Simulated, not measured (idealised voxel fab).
The process module that follows is named voxel gate over fins.
The figure presents cross-section cut, which has a width of 260 nm and is divided into square cells with an edge length of 5 nm.
Just so we're on the same page, the cross-sections are grids of square cells, and they're listed out in bands top to bottom, each band one or more rows deep.
Band: top height; bottom height; in nm. Then, left to right: material with width in nm, for each material. "all across": a single material spanning edge to edge. "blank": empty space.
It should be noted that heights are counted from 0, beneath which the wafer as supplied is of one material throughout, and that the lowest band possesses no lower boundary but continues downward, as written in "0 -> down".
The expression "30->40" gives the width at the extremes of the band, the first number at its top row of cells and the second at its bottom row, with the width changing by equal amounts from each row to the next in between.
Where a step carries "nothing different", the cross-section came out of it unchanged, cell for cell.
If an empty space has no open way to the top and is at least 8 cells in size, "Tabulated closed voids" lists it, written width x height at distance, where distance is measured from the left edge and every value is in nm.
Heads up: the bit after the settings on a step's line is the simulator's remark on that step.
When a step includes a mask, the "overlay nm" setting on its line states how far to the right of its planned place that mask lay, and negative values state how far to the left.

PLANNED PROCESS STEPS
1) op RECEIVE | material Si
2) op CONFORMAL_DEP | material SiN | thk nm 5
3) op MASKED_ETCH | tone cover | mask id FINS | width nm 15 | pitch nm 50 | etch materials SiN | depth nm 5 | overlay nm 0
4) op MASKED_ETCH | tone cover | mask id FINS | width nm 15 | pitch nm 50 | etch materials Si | depth nm 35 | overlay nm 0
5) op OXIDIZE | depth nm 5
6) op FILL_DEP | material SiO2 | thk nm 15
7) op CMP | height nm 5
8) op MASKED_ETCH | tone open | mask id RAIL | width nm 15 | etch materials SiO2 | depth nm 35 | overlay nm 0
9) op CONFORMAL_DEP | material TiN | thk nm 5
10) op FILL_DEP | material Ru | thk nm 5
11) op CMP | height nm 5
12) op SELECTIVE_ETCH | etch materials W Ru TiN | depth nm 20
13) op FILL_DEP | material SiO2 | thk nm 5
14) op CMP | height nm 5
15) op SELECTIVE_ETCH | etch materials SiO2 | depth nm 15
16) op STRIP | etch materials SiN
17) op CONFORMAL_DEP | material HfO2 | thk nm 5
18) op CONFORMAL_DEP | material TiN | thk nm 5
19) op CONFORMAL_DEP | material TiAl | thk nm 5
20) op CONFORMAL_DEP | material TiN | thk nm 5
21) op FILL_DEP | material W | thk nm 10
22) op CMP | height nm 25
23) op CONFORMAL_DEP | material SiCN | thk nm 5

STEP 1 COMPLETE: CROSS-SECTION OF THE WAFER AS RECEIVED
- 0 -> down: Si all across
- Tabulated closed voids: none

LOOK AT THE CROSS-SECTION AFTER THE MODULE: THE WAFER STARTED OUT THE WAY SHOWN ABOVE AND THE PLAN WAS THE ONE SHOWN ABOVE, YET ONE MISTAKE WAS MADE ALONG THE WAY
- 30 -> 25: SiCN all across
- 25 -> 20: W all across
- 20 -> 15: W=25 | TiN=45 | W=5 | TiN=45 | W=5 | TiN=45 | W=5 | TiN=45 | W=40
- 15 -> 10: W=25 | TiN=5 | TiAl=35 | TiN=15 | TiAl=35 | TiN=15 | TiAl=35 | TiN=15 | TiAl=35 | TiN=10 | W=35
- 10 -> 5: TiN=30 | TiAl=5 | TiN=25 | TiAl=10 | TiN=10 | TiAl=5 | TiN=25 | TiAl=10 | TiN=10 | TiAl=5 | TiN=25 | TiAl=10 | TiN=10 | TiAl=5 | TiN=25 | TiAl=10 | TiN=40
- 5 -> 0: TiAl=35 | TiN=5 | HfO2=15 | TiN=10 | TiAl=20 | TiN=5 | HfO2=15 | TiN=10 | TiAl=20 | TiN=5 | HfO2=15 | TiN=10 | TiAl=20 | TiN=5 | HfO2=15 | TiN=10 | TiAl=45
- 0 -> -5: TiN=40 | HfO2=5 | Si=5 | HfO2=10 | TiN=30 | HfO2=5 | Si=5 | HfO2=10 | TiN=30 | HfO2=5 | Si=5 | HfO2=10 | TiN=30 | HfO2=5 | Si=5 | HfO2=10 | TiN=50
- -5 -> -10: HfO2=45 | Si=10 | HfO2=40 | Si=10 | HfO2=40 | Si=10 | HfO2=40 | Si=10 | HfO2=55
- -10 -> -15: SiO2=45 | Si=10 | SiO2=40 | Si=10 | SiO2=40 | Si=10 | SiO2=40 | Si=10 | SiO2=55
- -15 -> -25: SiO2=45 | Si=10 | SiO2=15 | TiN=5 | Ru=5 | TiN=5 | SiO2=10 | Si=10 | SiO2=40 | Si=10 | SiO2=40 | Si=10 | SiO2=55
- -25 -> -30: SiO2=45 | Si=10 | SiO2=15 | TiN=15 | SiO2=10 | Si=10 | SiO2=40 | Si=10 | SiO2=40 | Si=10 | SiO2=55
- -30 -> -40: SiO2=45 | Si=10 | SiO2=40 | Si=10 | SiO2=40 | Si=10 | SiO2=40 | Si=10 | SiO2=55
- -40 -> down: Si all across
- Tabulated closed voids: none
So what did we get wrong on this run? it should be noted that step 3 was executed with settings other than those planned, the operation and settings actually applied being op MASKED_ETCH | tone cover | mask id FINS | width nm 15 | pitch nm 50 | etch materials SiN | depth nm 5 | overlay nm -5
